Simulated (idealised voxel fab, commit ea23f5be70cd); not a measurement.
The following is a process module called voxel capacitor over wiring.
Xsec cut, 285 nm wide, square cell size 5 nm.
If you're reading a cross-section in this doc, picture square cells in a grid; it comes to you as bands, top ones listed first down to the bottom, and a band can be one or more rows of cells.
In this notation a band is specified by the heights of its top and bottom, in that order and in nm, after which its materials appear from left to right, each paired with its width in nm. The word "edge to edge" attached to a single material means that material fills the band from edge to edge; the word "empty" stands for empty space.
Heads up on the height convention: 0 is the point under which the incoming wafer is all one material, and the lowest band has no bottom, it just keeps going down, like "0 -> down".
Width "30..40": first value at the band's top row of cells, second value at its bottom row, equal change from row to row.
What does "remains unaltered" mean for a step? It means no cell of the cross-section changed in that step.
Entry "Closed cavity list" = empty spaces >= 8 cells with no open way to the top; each as width x height at distance, distance from left edge, all nm.
What comes after the settings on a step's line is commentary from the simulator itself on that step.
"overlay nm" denotes, for a step that has a mask, the displacement of the mask to the right of its planned place, with negative values corresponding to the left.
-- The following list gives the planned process steps
1: RECEIVE | material Si
2: CONFORMAL_DEP | material SiO2 | thk nm 15
3: CONFORMAL_DEP | material SiN | thk nm 5
4: DIRECTIONAL_DEP | material SiO2 | thk nm 20
5: MASKED_ETCH | tone open | mask id METAL_1 | width nm 25 | pitch nm 80 | etch materials SiO2 | depth nm 20 | overlay nm 0
6: MASKED_ETCH | tone open | mask id METAL_1 | width nm 25 | pitch nm 80 | etch materials SiN | depth nm 5 | overlay nm 0
7: CONFORMAL_DEP | material TiN | thk nm 5
8: FILL_DEP | material W | thk nm 5
9: CMP | height nm 40
10: CONFORMAL_DEP | material SiCN | thk nm 5
11: DIRECTIONAL_DEP | material SiO2 | thk nm 20
12: PATTERN | tone open | mask id PLUG_1 | material resist | width nm 15 | thk nm 20 | overlay nm 0
13: DIRECTIONAL_ETCH | etch materials SiO2 | depth nm 20
14: DIRECTIONAL_ETCH | etch materials SiCN | depth nm 5
15: STRIP | etch materials resist
16: CONFORMAL_DEP | material TiN | thk nm 5
17: FILL_DEP | material Ru | thk nm 10
18: CMP | height nm 65
19: DIRECTIONAL_DEP | material TiN | thk nm 5
20: DIRECTIONAL_DEP | material HfO2 | thk nm 5
21: DIRECTIONAL_DEP | material TiN | thk nm 5
22: DIRECTIONAL_DEP | material aC | thk nm 15
23: PATTERN | tone cover | mask id UPPER_PLATE | material resist | width nm 60 | thk nm 35 | overlay nm 0
24: DIRECTIONAL_ETCH | etch materials aC | depth nm 15
25: STRIP | etch materials resist
26: DIRECTIONAL_ETCH | etch materials TiN | depth nm 5
27: DIRECTIONAL_ETCH | etch materials HfO2 | depth nm 5
28: STRIP | etch materials aC
29: DIRECTIONAL_DEP | material aC | thk nm 15
30: PATTERN | tone cover | mask id LOWER_PLATE | material resist | width nm 70 | thk nm 30 | overlay nm 0
31: DIRECTIONAL_ETCH | etch materials aC | depth nm 15
32: STRIP | etch materials resist
33: DIRECTIONAL_ETCH | etch materials TiN | depth nm 5
34: STRIP | etch materials aC
35: FILL_DEP | material SiO2 | thk nm 20
36: CMP | height nm 95
37: PATTERN | tone open | mask id PLUG_2 | material resist | width nm 15 | thk nm 20 | overlay nm 0
38: DIRECTIONAL_ETCH | etch materials SiO2 | depth nm 15
39: STRIP | etch materials resist
40: CONFORMAL_DEP | material TiN | thk nm 5
41: FILL_DEP | material Cu | thk nm 10
42: CMP | height nm 95
43: CONFORMAL_DEP | material SiN | thk nm 5
-- Received-state cross-section, reflecting completion of step 1
- 0 -> down: Si edge to edge
- Closed cavity list: none
-- Post-module cross-section of the first of two wafers (run per plan)
- 100 -> 95: SiN edge to edge
- 95 -> 85: SiO2 (110) / TiN (5) / Cu (5) / TiN (5) / SiO2 (160)
- 85 -> 75: SiO2 (110..100) / TiN (15..60) / SiO2 (160..125)
- 75 -> 70: SiO2 (100) / HfO2 (60) / SiO2 (125)
- 70 -> 65: SiO2 (95) / TiN (70) / SiO2 (120)
- 65 -> 45: SiO2 (100) / TiN (5) / Ru (5) / TiN (5) / SiO2 (170)
- 45 -> 40: SiCN (100) / TiN (15) / SiCN (170)
- 40 -> 20: SiO2 (90) / TiN (5) / W (15) / TiN (5) / SiO2 (55) / TiN (5) / W (15) / TiN (5) / SiO2 (90)
- 20 -> 15: SiN (90) / TiN (25) / SiN (55) / TiN (25) / SiN (90)
- 15 -> 0: SiO2 edge to edge
- 0 -> down: Si edge to edge
- Closed cavity list: none
-- Cross-sectional view: second of two wafers, end of module; start and plan identical to the first, one mistake in running
- 100 -> 95: SiN edge to edge
- 95 -> 85: SiO2 (110) / TiN (5) / Cu (5) / TiN (5) / SiO2 (160)
- 85 -> 80: SiO2 (110) / TiN (15) / SiO2 (160)
- 80 -> 75: SiO2 (95) / TiN (5) / SiO2 (60) / TiN (5) / SiO2 (120)
- 75 -> 70: HfO2 (100) / SiO2 (60) / HfO2 (125)
- 70 -> 65: TiN edge to edge
- 65 -> 45: SiO2 (100) / TiN (5) / Ru (5) / TiN (5) / SiO2 (170)
- 45 -> 40: SiCN (100) / TiN (15) / SiCN (170)
- 40 -> 20: SiO2 (90) / TiN (5) / W (15) / TiN (5) / SiO2 (55) / TiN (5) / W (15) / TiN (5) / SiO2 (90)
- 20 -> 15: SiN (90) / TiN (25) / SiN (55) / TiN (25) / SiN (90)
- 15 -> 0: SiO2 edge to edge
- 0 -> down: Si edge to edge
- Closed cavity list: none
Misprocessing identified: contrary to plan, step 23 was performed as PATTERN | tone open | mask id UPPER_PLATE | material resist | width nm 60 | thk nm 35 | overlay nm 0
Per the end-of-run cell counts, the second wafer holds more or fewer of some materials than the first: HfO2: 33 more; SiO2: 66 fewer; TiN: 33 more
